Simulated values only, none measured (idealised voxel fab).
Herein follows the process module entitled voxel double patterning.
Section cut is 160 nm wide and gridded with 5 nm square cells.
When this document writes out a cross-section, it uses a grid of square cells and lists it as bands, beginning at the top and moving down, with a band standing for one or more rows of cells. The band entry comprises the height of the band's top followed by the height of its bottom, expressed in nm, and subsequently the band's materials from left to right, each stated together with its width in nm. Where a single material is marked with the word "edge to edge", that material fills the band from edge to edge. The word "blank" represents empty space. The reference from which all heights are counted is 0, the level beneath which the as-received wafer is entirely one material; the lowest band, having no lower bound, proceeds downward and is written after the example "top 0, no bottom". Note: "30 to 40" means the width goes from the first number (top row of the band) to the second number (bottom row) in equal steps per row of cells. For the purposes of this document, the phrase "nothing got changed" attached to a step denotes that no cell within the cross-section was modified by that step. The entry "Non-vented voids" lists the empty spaces that cover at least 8 cells and have no open path to the top. Each is written as width x height at distance, where the distance is measured from the left edge and all three values are in nm. Step line, after settings: the simulator's comment on this step. On any step carrying a mask, the "overlay nm" setting, if present on the step's line, tells how far right of its planned place the mask lay; negative values point to the left.
### List of planned process steps
1. RECEIVE with material Si
2. CONFORMAL_DEP with material SiO2, thk nm 5
3. DIRECTIONAL_DEP with material TiN, thk nm 10
4. DIRECTIONAL_DEP with material SiCN, thk nm 5
5. PATTERN with tone open, mask id FIRST, material resist, width nm 15, pitch nm 50, thk nm 20, overlay nm 0
6. DIRECTIONAL_ETCH with etch materials SiCN, depth nm 5
7. STRIP with etch materials resist
8. PATTERN with tone open, mask id SECOND, material resist, width nm 15, thk nm 20, overlay nm 0
9. DIRECTIONAL_ETCH with etch materials SiCN, depth nm 5
10. STRIP with etch materials resist
11. DIRECTIONAL_ETCH with etch materials TiN, depth nm 10
12. STRIP with etch materials SiCN
Variable across wafers: step 5 width nm (plan value is that of the first wafer; starting state common to all).
### Received wafers, first of several: cross-section after step 1
  top 0, no bottom = Si edge to edge
  Non-vented voids: none
### Rows = wafers. At module end, each row lists per material the cells gained (+) or lost (-) since the wafer was received, then the closed voids
width nm 15 | +32 SiO2 | +46 TiN | Non-vented voids: none
width nm 20 | +32 SiO2 | +42 TiN | Non-vented voids: none
width nm 25 | +32 SiO2 | +38 TiN | Non-vented voids: none
width nm 30 | +32 SiO2 | +34 TiN | Non-vented voids: none
